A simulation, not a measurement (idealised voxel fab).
process module | voxel fin reveal
cross-section cut | 275 nm wide | cells 5 nm
A cross-section is a grid of square cells, given in bands from the top down. A band is one or more rows of cells.
Each band's line starts with the height of the band's top and of its bottom, in nm. Then come its materials from left to right, each with its width in nm. One material with "throughout" fills the band from edge to edge. "air" is empty space.
Height 0 is the level under which the wafer as received is all one material. The lowest band goes on downwards, as in "0 down".
A width such as "30 to 40" changes by the same amount from each row of cells to the next, from the band's top row to its bottom row.
"no change" after a step means that no cell of the cross-section changed.
closed voids: empty space of 8 cells or more with no open way to the top, each as width x height at its distance from the left edge, in nm
after a step's settings: what the simulator itself notes on the step
overlay nm, on a step with a mask: how far to the right of its planned place the mask lay; to the left if negative
plan
1 op RECEIVE | material Si
2 op CONFORMAL_DEP | material SiN | thk nm 10
3 op MASKED_ETCH | tone cover | mask id FINS | width nm 15 | pitch nm 40 | etch materials SiN | depth nm 10 | overlay nm 0
4 op MASKED_ETCH | tone cover | mask id FINS | width nm 15 | pitch nm 40 | etch materials Si | depth nm 30 | overlay nm 0
5 op FILL_DEP | material SiO2 | thk nm 15
6 op CMP | height nm 10
7 op SELECTIVE_ETCH | etch materials SiO2 | depth nm 20
8 op STRIP | etch materials SiN
as received, after step 1
  0 down: Si throughout
  closed voids: none
a wafer at the end: this start, this plan, one mistake
  10 to 0: air 70 | SiN 15 | air 25 | SiN 15 | air 25 | SiN 15 | air 25 | SiN 15 | air 70
  0 to -30: air 70 | Si 15 | air 25 | Si 15 | air 25 | Si 15 | air 25 | Si 15 | air 70
  -30 down: Si throughout
  closed voids: none
what went wrong: step 8 ran as: op STRIP | etch materials SiO2
